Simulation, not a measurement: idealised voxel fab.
process module | voxel trench capacitor
cross-section cut | 265 nm wide | cells 5 nm
A cross-section is a grid of square cells, given in bands from the top down. A band is one or more rows of cells.
Each band's line starts with the height of the band's top and of its bottom, in nm. Then come its materials from left to right, each with its width in nm. One material with "throughout" fills the band from edge to edge. "air" is empty space.
Height 0 is the level under which the wafer as received is all one material. The lowest band goes on downwards, as in "0 down".
A width such as "30 to 40" changes by the same amount from each row of cells to the next, from the band's top row to its bottom row.
"no change" after a step means that no cell of the cross-section changed.
closed voids: empty space of 8 cells or more with no open way to the top, each as width x height at its distance from the left edge, in nm
after a step's settings: what the simulator itself notes on the step
overlay nm, on a step with a mask: how far to the right of its planned place the mask lay; to the left if negative
plan
1 op RECEIVE | material Si
2 op CONFORMAL_DEP | material SiN | thk nm 5
3 op DIRECTIONAL_DEP | material aC | thk nm 10
4 op PATTERN | tone open | mask id TRENCH | material resist | width nm 30 | pitch nm 60 | thk nm 30 | overlay nm 0
5 op DIRECTIONAL_ETCH | etch materials aC | depth nm 10
6 op STRIP | etch materials resist
7 op DIRECTIONAL_ETCH | etch materials SiN | depth nm 5
8 op DIRECTIONAL_ETCH | etch materials Si | depth nm 40
9 op STRIP | etch materials aC
10 op CONFORMAL_DEP | material HfO2 | thk nm 5
11 op CONFORMAL_DEP | material TiN | thk nm 5
12 op FILL_DEP | material W | thk nm 5
13 op CMP | height nm 5
first wafer, as planned
as received, after step 1
  0 down: Si throughout
  closed voids: none
after step 2
  5 to 0: SiN throughout
  below 0: unchanged
after step 3
  15 to 5: aC throughout
  below 5: unchanged
after step 4
  45 to 15: resist 85 | air 30 | resist 30 | air 30 | resist 90
  below 15: unchanged
after step 5
  35 to 15: resist 85 | air 30 | resist 30 | air 30 | resist 90
  15 to 5: aC 85 | air 30 | aC 30 | air 30 | aC 90
  below 5: unchanged
after step 6
  15 to 5: aC 85 | air 30 | aC 30 | air 30 | aC 90
  below 5: unchanged
after step 7
  15 to 5: aC 85 | air 30 | aC 30 | air 30 | aC 90
  5 to 0: SiN 85 | air 30 | SiN 30 | air 30 | SiN 90
  below 0: unchanged
after step 8
  15 to 5: aC 85 | air 30 | aC 30 | air 30 | aC 90
  5 to 0: SiN 85 | air 30 | SiN 30 | air 30 | SiN 90
  0 to -40: Si 85 | air 30 | Si 30 | air 30 | Si 90
  below -40: unchanged
after step 9
  5 to 0: SiN 85 | air 30 | SiN 30 | air 30 | SiN 90
  below 0: unchanged
after step 10
  10 to 5: HfO2 90 | air 20 | HfO2 40 | air 20 | HfO2 95
  5 to 0: SiN 85 | HfO2 5 | air 20 | HfO2 5 | SiN 30 | HfO2 5 | air 20 | HfO2 5 | SiN 90
  0 to -35: Si 85 | HfO2 5 | air 20 | HfO2 5 | Si 30 | HfO2 5 | air 20 | HfO2 5 | Si 90
  -35 to -40: Si 85 | HfO2 30 | Si 30 | HfO2 30 | Si 90
  below -40: unchanged
after step 11
  15 to 10: TiN 95 | air 10 | TiN 50 | air 10 | TiN 100
  10 to 5: HfO2 90 | TiN 5 | air 10 | TiN 5 | HfO2 40 | TiN 5 | air 10 | TiN 5 | HfO2 95
  5 to 0: SiN 85 | HfO2 5 | TiN 5 | air 10 | TiN 5 | HfO2 5 | SiN 30 | HfO2 5 | TiN 5 | air 10 | TiN 5 | HfO2 5 | SiN 90
  0 to -30: Si 85 | HfO2 5 | TiN 5 | air 10 | TiN 5 | HfO2 5 | Si 30 | HfO2 5 | TiN 5 | air 10 | TiN 5 | HfO2 5 | Si 90
  -30 to -35: Si 85 | HfO2 5 | TiN 20 | HfO2 5 | Si 30 | HfO2 5 | TiN 20 | HfO2 5 | Si 90
  below -35: unchanged
after step 12
  20 to 15: W throughout
  15 to 10: TiN 95 | W 10 | TiN 50 | W 10 | TiN 100
  10 to 5: HfO2 90 | TiN 5 | W 10 | TiN 5 | HfO2 40 | TiN 5 | W 10 | TiN 5 | HfO2 95
  5 to 0: SiN 85 | HfO2 5 | TiN 5 | W 10 | TiN 5 | HfO2 5 | SiN 30 | HfO2 5 | TiN 5 | W 10 | TiN 5 | HfO2 5 | SiN 90
  0 to -30: Si 85 | HfO2 5 | TiN 5 | W 10 | TiN 5 | HfO2 5 | Si 30 | HfO2 5 | TiN 5 | W 10 | TiN 5 | HfO2 5 | Si 90
  below -30: unchanged
after step 13
  5 to 0: SiN 85 | HfO2 5 | TiN 5 | W 10 | TiN 5 | HfO2 5 | SiN 30 | HfO2 5 | TiN 5 | W 10 | TiN 5 | HfO2 5 | SiN 90
  below 0: unchanged
second wafer: like start, like plan, one mistake. Through step 9 it matches the first wafer
when step 10 should have ended
  10 to 5: TiN 90 | air 20 | TiN 40 | air 20 | TiN 95
  5 to 0: SiN 85 | TiN 5 | air 20 | TiN 5 | SiN 30 | TiN 5 | air 20 | TiN 5 | SiN 90
  0 to -35: Si 85 | TiN 5 | air 20 | TiN 5 | Si 30 | TiN 5 | air 20 | TiN 5 | Si 90
  -35 to -40: Si 85 | TiN 30 | Si 30 | TiN 30 | Si 90
  below -40: unchanged
when step 11 should have ended
  15 to 10: HfO2 95 | air 10 | HfO2 50 | air 10 | HfO2 100
  10 to 5: TiN 90 | HfO2 5 | air 10 | HfO2 5 | TiN 40 | HfO2 5 | air 10 | HfO2 5 | TiN 95
  5 to 0: SiN 85 | TiN 5 | HfO2 5 | air 10 | HfO2 5 | TiN 5 | SiN 30 | TiN 5 | HfO2 5 | air 10 | HfO2 5 | TiN 5 | SiN 90
  0 to -30: Si 85 | TiN 5 | HfO2 5 | air 10 | HfO2 5 | TiN 5 | Si 30 | TiN 5 | HfO2 5 | air 10 | HfO2 5 | TiN 5 | Si 90
  -30 to -35: Si 85 | TiN 5 | HfO2 20 | TiN 5 | Si 30 | TiN 5 | HfO2 20 | TiN 5 | Si 90
  below -35: unchanged
when step 12 should have ended
  20 to 15: W throughout
  15 to 10: HfO2 95 | W 10 | HfO2 50 | W 10 | HfO2 100
  10 to 5: TiN 90 | HfO2 5 | W 10 | HfO2 5 | TiN 40 | HfO2 5 | W 10 | HfO2 5 | TiN 95
  5 to 0: SiN 85 | TiN 5 | HfO2 5 | W 10 | HfO2 5 | TiN 5 | SiN 30 | TiN 5 | HfO2 5 | W 10 | HfO2 5 | TiN 5 | SiN 90
  0 to -30: Si 85 | TiN 5 | HfO2 5 | W 10 | HfO2 5 | TiN 5 | Si 30 | TiN 5 | HfO2 5 | W 10 | HfO2 5 | TiN 5 | Si 90
  below -30: unchanged
when step 13 should have ended
  5 to 0: SiN 85 | TiN 5 | HfO2 5 | W 10 | HfO2 5 | TiN 5 | SiN 30 | TiN 5 | HfO2 5 | W 10 | HfO2 5 | TiN 5 | SiN 90
  below 0: unchanged
what went wrong: steps 10 and 11 were swapped
at the end the second wafer has, in cells: 8 fewer of HfO2 | 8 more of TiN
